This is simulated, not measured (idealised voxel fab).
The following is a process module called voxel plated lines.
The width of the displayed cross-section, cut, is 295 nm; its cells are square, with a size of 5 nm.
Each cross-section below is a grid of square cells, stated as bands in top-down order, with one or more rows of cells making up each band.
Quick guide to a band line: top height, bottom height (nm) up front; then every material left to right with its width in nm. Only one material and it's marked "full width"? Then it fills the band edge to edge. And "air" just means empty space.
Heights are expressed relative to 0, this being the level below which the as-received wafer comprises one material exclusively. The lowest band is unbounded in the downward direction and is denoted as in "0 down".
Width: "30 to 40" (first number = top row, second number = bottom row, same change from row to row of cells).
Step note "no modification" = no cross-section cell changed.
"Enclosed cavities" lists enclosed empty spaces (at least 8 cells, no open path upward to the top), each as width x height at distance from the left edge, in nm.
What comes after the settings on a step's line is commentary from the simulator itself on that step.
"overlay nm", when on a step's line for a step with a mask, measures how far to the right of its planned place the mask lay; a negative measure means to the left.

Listed below are the process steps as planned:
1: RECEIVE, material Si
2: CONFORMAL_DEP, material SiN, thk nm 5
3: DIRECTIONAL_DEP, material TiN, thk nm 5
4: PATTERN, tone open, mask id LINES, material resist, width nm 25, pitch nm 40, thk nm 40, overlay nm 0
5: EPI, material Ru, thk nm 10
6: EPI, material Ru, thk nm 5
7: EPI, material Ru, thk nm 5
8: STRIP, etch materials resist
9: DIRECTIONAL_ETCH, etch materials TiN, depth nm 5
10: CONFORMAL_DEP, material SiN, thk nm 10

Wafer cross-section on receipt, i.e. after step 1:
  0 down: Si full width
  Enclosed cavities: none

Module complete - cross-section of the first of two wafers, run according to plan:
  40 to 30: air (85) / SiN (125) / air (85)
  30 to 15: air (85) / SiN (10) / Ru (25) / SiN (15) / Ru (25) / SiN (15) / Ru (25) / SiN (10) / air (85)
  15 to 10: SiN (95) / Ru (25) / SiN (15) / Ru (25) / SiN (15) / Ru (25) / SiN (95)
  10 to 5: SiN (95) / TiN (25) / SiN (15) / TiN (25) / SiN (15) / TiN (25) / SiN (95)
  5 to 0: SiN full width
  0 down: Si full width
  Enclosed cavities: none

This is the second of the two wafers, cross-sectioned at the end of the module; it started exactly like the first and was given the same plan, but it was run with one mistake:
  50 to 40: air (85) / SiN (125) / air (85)
  40 to 15: air (85) / SiN (10) / Ru (25) / SiN (15) / Ru (25) / SiN (15) / Ru (25) / SiN (10) / air (85)
  15 to 10: SiN (95) / Ru (25) / SiN (15) / Ru (25) / SiN (15) / Ru (25) / SiN (95)
  10 to 5: SiN (95) / TiN (25) / SiN (15) / TiN (25) / SiN (15) / TiN (25) / SiN (95)
  5 to 0: SiN full width
  0 down: Si full width
  Enclosed cavities: none
The plan and the run diverged here: step 5, plan: ran twice
Per the end-of-run cell counts, the second wafer holds more or fewer of some materials than the first: Ru: 30 more; SiN: 20 more
